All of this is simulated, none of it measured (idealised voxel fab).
This section sets out a process module, namely voxel double patterning.
Each square cell in cross-section cut measures 5 nm, and the section as a whole is 215 nm wide.
Cross-section spec: square-cell grid; bands listed top down; each band is one or more rows.
Quick guide to a band line: top height, bottom height (nm) up front; then every material left to right with its width in nm. Only one material and it's marked "all across"? Then it fills the band edge to edge. And "air" just means empty space.
Measure heights from 0. That's the level where, below it, the as-received wafer is all one material. The lowest band is bottomless and extends downward; write it as in "z 0 and below".
With a width like "30..40", each row of cells in the band differs from the next by the same amount, the top row carrying the first number and the bottom row the second.
"everything unchanged" for a step: no cell of the cross-section changed in that step.
Entry "Unvented voids" = empty spaces >= 8 cells with no open way to the top; each as width x height at distance, distance from left edge, all nm.
On each step's line, the part that comes after the settings is the simulator's own comment on the step.
You can add "overlay nm" to a step's line. For a step with a mask, it describes how far the mask lay to the right of its planned position, and a negative number describes a lay to the left.

The steps planned for the process are as follows
- 1: op RECEIVE | material Si
- 2: op CONFORMAL_DEP | material SiO2 | thk nm 5
- 3: op DIRECTIONAL_DEP | material W | thk nm 20
- 4: op DIRECTIONAL_DEP | material SiCN | thk nm 5
- 5: op DIRECTIONAL_DEP | material aC | thk nm 10
- 6: op PATTERN | tone open | mask id FIRST | material resist | width nm 15 | pitch nm 50 | thk nm 25 | overlay nm 0
- 7: op DIRECTIONAL_ETCH | etch materials aC | depth nm 10
- 8: op STRIP | etch materials resist
- 9: op DIRECTIONAL_ETCH | etch materials SiCN | depth nm 5
- 10: op STRIP | etch materials aC
- 11: op MASKED_ETCH | tone open | mask id SECOND | width nm 15 | pitch nm 50 | etch materials SiCN | depth nm 5 | overlay nm 0
- 12: op DIRECTIONAL_ETCH | etch materials W | depth nm 20
- 13: op STRIP | etch materials SiCN

The first of two wafers, run as planned

As-received state of the wafer in cross-section, equivalent to post-step 1
- z 0 and below | Si all across
- Unvented voids: none

State of the wafer after step 2, shown in cross-section
- z 5 to 0 | SiO2 all across
- Whatever lies below 0 is exactly as it was before.

State of the wafer after step 3, shown in cross-section
- z 25 to 5 | W all across
- Whatever lies below 5 is exactly as it was before.

State of the wafer after step 4, shown in cross-section
- z 30 to 25 | SiCN all across
- Whatever lies below 25 is exactly as it was before.

State of the wafer after step 5, shown in cross-section
- z 40 to 30 | aC all across
- Whatever lies below 30 is exactly as it was before.

State of the wafer after step 6, shown in cross-section
- z 65 to 40 | resist: 50 / air: 15 / resist: 35 / air: 15 / resist: 35 / air: 15 / resist: 50
- Whatever lies below 40 is exactly as it was before.

State of the wafer after step 7, shown in cross-section
- z 55 to 40 | resist: 50 / air: 15 / resist: 35 / air: 15 / resist: 35 / air: 15 / resist: 50
- z 40 to 30 | aC: 50 / air: 15 / aC: 35 / air: 15 / aC: 35 / air: 15 / aC: 50
- Whatever lies below 30 is exactly as it was before.

State of the wafer after step 8, shown in cross-section
- z 40 to 30 | aC: 50 / air: 15 / aC: 35 / air: 15 / aC: 35 / air: 15 / aC: 50
- Whatever lies below 30 is exactly as it was before.

State of the wafer after step 9, shown in cross-section
- z 40 to 30 | aC: 50 / air: 15 / aC: 35 / air: 15 / aC: 35 / air: 15 / aC: 50
- z 30 to 25 | SiCN: 50 / air: 15 / SiCN: 35 / air: 15 / SiCN: 35 / air: 15 / SiCN: 50
- Whatever lies below 25 is exactly as it was before.

State of the wafer after step 10, shown in cross-section
- z 30 to 25 | SiCN: 50 / air: 15 / SiCN: 35 / air: 15 / SiCN: 35 / air: 15 / SiCN: 50
- Whatever lies below 25 is exactly as it was before.

State of the wafer after step 11, shown in cross-section
- z 30 to 25 | SiCN: 50 / air: 15 / SiCN: 10 / air: 15 / SiCN: 10 / air: 15 / SiCN: 10 / air: 15 / SiCN: 10 / air: 15 / SiCN: 50
- Whatever lies below 25 is exactly as it was before.

State of the wafer after step 12, shown in cross-section
- z 30 to 25 | SiCN: 50 / air: 15 / SiCN: 10 / air: 15 / SiCN: 10 / air: 15 / SiCN: 10 / air: 15 / SiCN: 10 / air: 15 / SiCN: 50
- z 25 to 5 | W: 50 / air: 15 / W: 10 / air: 15 / W: 10 / air: 15 / W: 10 / air: 15 / W: 10 / air: 15 / W: 50
- Whatever lies below 5 is exactly as it was before.

State of the wafer after step 13, shown in cross-section
- z 25 to 5 | W: 50 / air: 15 / W: 10 / air: 15 / W: 10 / air: 15 / W: 10 / air: 15 / W: 10 / air: 15 / W: 50
- Whatever lies below 5 is exactly as it was before.

Wafer two of two - same starting point, same process plan, one mistake in execution; matches wafer one up to and including step 10

Cross-section of the second wafer when, according to plan, step 11 should have finished
- z 30 to 25 | air: 75 / SiCN: 15 / air: 35 / SiCN: 15 / air: 75
- Whatever lies below 25 is exactly as it was before.

Cross-section of the second wafer when, according to plan, step 12 should have finished
- z 30 to 25 | air: 75 / SiCN: 15 / air: 35 / SiCN: 15 / air: 75
- z 25 to 5 | air: 75 / W: 15 / air: 35 / W: 15 / air: 75
- Whatever lies below 5 is exactly as it was before.

Cross-section of the second wafer when, according to plan, step 13 should have finished
- z 25 to 5 | air: 75 / W: 15 / air: 35 / W: 15 / air: 75
- Whatever lies below 5 is exactly as it was before.
Deviation from plan: the process deviated at step 11: the operation and settings actually run there were op MASKED_ETCH | tone cover | mask id SECOND | width nm 15 | pitch nm 50 | etch materials SiCN | depth nm 5 | overlay nm 0
In the final state, the cell counts of the second wafer exceed or fall short of those of the first for the following materials: -88 W
